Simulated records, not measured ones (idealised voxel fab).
You're looking at the process module voxel self aligned contacts.
For reference, the cross-section in this document is cut, with width 300 nm and square cells of 5 nm.
Each cross-section below is a grid of square cells, stated as bands in top-down order, with one or more rows of cells making up each band.
Heights first: top, then bottom, in nm. Then materials, left to right, each with a width in nm. "everywhere" on a single material: fills the band edge to edge. "empty": empty space.
Heights are measured from 0, the level below which the as-received wafer is all one material; the lowest band has no bottom and continues downward, written as in "top 0, no bottom".
Think of "30..40" as a width that walks from the first number to the second as you go down the band, top row to bottom row, taking equal-sized steps from row to row.
A step reported as "nothing changed" is a step in which no cell of the cross-section changed.
For the entry "Sealed internal voids", the listed items are empty spaces with no open way to the top whose size is 8 cells or more; each item follows the pattern width x height at distance, where distance is from the left edge and all three are in nm.
Where a step's line continues beyond its settings, the continuation is a remark by the simulator itself on that step.
"overlay nm", when on a step's line for a step with a mask, measures how far to the right of its planned place the mask lay; a negative measure means to the left.
Plan
- 1: RECEIVE,material Si
- 2: OXIDIZE,depth nm 5
- 3: DIRECTIONAL_DEP,material polySi,thk nm 30
- 4: DIRECTIONAL_DEP,material SiN,thk nm 20
- 5: DIRECTIONAL_DEP,material aC,thk nm 15
- 6: PATTERN,tone cover,mask id GATE,material resist,width nm 35,pitch nm 80,thk nm 35,overlay nm 0
- 7: DIRECTIONAL_ETCH,etch materials aC,depth nm 15
- 8: STRIP,etch materials resist
- 9: DIRECTIONAL_ETCH,etch materials SiN,depth nm 20
- 10: DIRECTIONAL_ETCH,etch materials polySi,depth nm 30
- 11: STRIP,etch materials aC
- 12: CONFORMAL_DEP,material SiN,thk nm 10
- 13: DIRECTIONAL_ETCH,etch materials SiN,depth nm 10
- 14: FILL_DEP,material SiO2,thk nm 20
- 15: CMP,height nm 60
- 16: PATTERN,tone open,mask id CONTACT,material resist,width nm 55,thk nm 15,overlay nm 0
- 17: DIRECTIONAL_ETCH,etch materials SiO2,depth nm 65
- 18: STRIP,etch materials resist
- 19: CONFORMAL_DEP,material TiN,thk nm 5
- 20: FILL_DEP,material W,thk nm 5
- 21: CMP,height nm 60
- 22: CONFORMAL_DEP,material SiN,thk nm 5
All wafers enter the flow in the same state. The width nm at step 16 differs from wafer to wafer, and the plan gives the value for the first wafer.
Cross-section of the first of several wafers on receipt, reflecting completion of step 1
    top 0, no bottom  Si everywhere
    Sealed internal voids: none
Here is how to read the rows: every wafer has a row, and it shows the wafer at the end of the module, giving for each material how many cells were gained (+) or lost (-) since the wafer was received, then listing its closed voids
width nm 55, -60 Si, +196 SiN, +483 SiO2, +35 TiN, +42 W, +84 polySi, Sealed internal voids: none
width nm 60, -60 Si, +196 SiN, +481 SiO2, +36 TiN, +43 W, +84 polySi, Sealed internal voids: none
width nm 65, -60 Si, +196 SiN, +479 SiO2, +37 TiN, +44 W, +84 polySi, Sealed internal voids: none
width nm 70, -60 Si, +196 SiN, +477 SiO2, +38 TiN, +45 W, +84 polySi, Sealed internal voids: none
width nm 75, -60 Si, +196 SiN, +475 SiO2, +39 TiN, +46 W, +84 polySi, Sealed internal voids: none
width nm 80, -60 Si, +196 SiN, +473 SiO2, +40 TiN, +47 W, +84 polySi, Sealed internal voids: none
